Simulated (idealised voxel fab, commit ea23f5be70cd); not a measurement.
Process module name: voxel self aligned vias
Pictured: cross-section cut, 285 nm wide, on a grid of 5 nm square cells.
How to read a cross-section here: the picture is a grid of square cells, written as bands going from the top down, and any band can span one or more rows of cells. Look at the band entry: it leads with the top's height and the bottom's height in nm. Then it lists the materials left to right, with a width in nm for each. The word "full width" on a single material says that material fills the band edge to edge. The word "blank" is empty space. Beneath 0, the wafer as received is one material, and that level is where height counting begins. The lowest band goes on downward without a bottom; it is written like "0 -> down". You'd read "30->40" like this: the band's top row of cells is as wide as the first number, its bottom row is as wide as the second, and going down, every row changes width by the same amount as the row before did. Where a step carries "same as before", the cross-section came out of it unchanged, cell for cell. "Voids, enclosed": empty spaces of 8 cells or more with no open way to the top, each given as width x height at distance, distance from the left edge, all in nm. That trailing text on a step's line, after the settings, is the simulator's own remark on the step. On any step carrying a mask, the "overlay nm" setting, if present on the step's line, tells how far right of its planned place the mask lay; negative values point to the left.

Below is the list of planned process steps:
| 1 | RECEIVE: material Si |
| 2 | CONFORMAL_DEP: material SiO2, thk nm 10 |
| 3 | CONFORMAL_DEP: material SiCN, thk nm 5 |
| 4 | DIRECTIONAL_DEP: material lowk, thk nm 20 |
| 5 | DIRECTIONAL_DEP: material aC, thk nm 15 |
| 6 | PATTERN: tone open, mask id LINES, material resist, width nm 25, pitch nm 55, thk nm 35, overlay nm 0 |
| 7 | DIRECTIONAL_ETCH: etch materials aC, depth nm 15 |
| 8 | STRIP: etch materials resist |
| 9 | DIRECTIONAL_ETCH: etch materials lowk, depth nm 20 |
| 10 | STRIP: etch materials aC |
| 11 | CONFORMAL_DEP: material TiN, thk nm 5 |
| 12 | FILL_DEP: material Ru, thk nm 10 |
| 13 | CMP: height nm 35 |
| 14 | SELECTIVE_ETCH: etch materials W Ru TiN, depth nm 10 |
| 15 | FILL_DEP: material SiN, thk nm 10 |
| 16 | CMP: height nm 35 |
| 17 | DIRECTIONAL_DEP: material lowk, thk nm 15 |
| 18 | DIRECTIONAL_DEP: material aC, thk nm 15 |
| 19 | PATTERN: tone open, mask id VIAS, material resist, width nm 35, pitch nm 110, thk nm 35, overlay nm 0 |
| 20 | DIRECTIONAL_ETCH: etch materials aC, depth nm 15 |
| 21 | STRIP: etch materials resist |
| 22 | DIRECTIONAL_ETCH: etch materials lowk, depth nm 15 |
| 23 | DIRECTIONAL_ETCH: etch materials SiN, depth nm 10 |
| 24 | STRIP: etch materials aC |
| 25 | CONFORMAL_DEP: material TiN, thk nm 5 |
| 26 | FILL_DEP: material W, thk nm 10 |
| 27 | CMP: height nm 50 |
| 28 | CONFORMAL_DEP: material SiN, thk nm 5 |

As received, after step 1:
* 0 -> down = Si full width
* Voids, enclosed: none

Cross-sectional result after module completion. Note: starting condition and plan are unchanged from above; one processing mistake was made:
* 55 -> 50 = SiN full width
* 50 -> 35 = lowk 70, then TiN 5, then W 25, then TiN 5, then lowk 75, then TiN 5, then W 25, then TiN 5, then lowk 70
* 35 -> 30 = lowk 70, then TiN 5, then W 25, then TiN 5, then lowk 25, then SiN 25, then lowk 25, then TiN 5, then W 25, then TiN 5, then lowk 70
* 30 -> 25 = lowk 70, then TiN 35, then lowk 25, then SiN 25, then lowk 25, then TiN 35, then lowk 70
* 25 -> 20 = lowk 70, then TiN 10, then Ru 15, then TiN 10, then lowk 25, then TiN 5, then Ru 15, then TiN 5, then lowk 25, then TiN 10, then Ru 15, then TiN 10, then lowk 70
* 20 -> 15 = lowk 75, then TiN 25, then lowk 30, then TiN 25, then lowk 30, then TiN 25, then lowk 75
* 15 -> 10 = SiCN full width
* 10 -> 0 = SiO2 full width
* 0 -> down = Si full width
* Voids, enclosed: none
Nonconformance to the process plan: the plan had its step 22 run twice
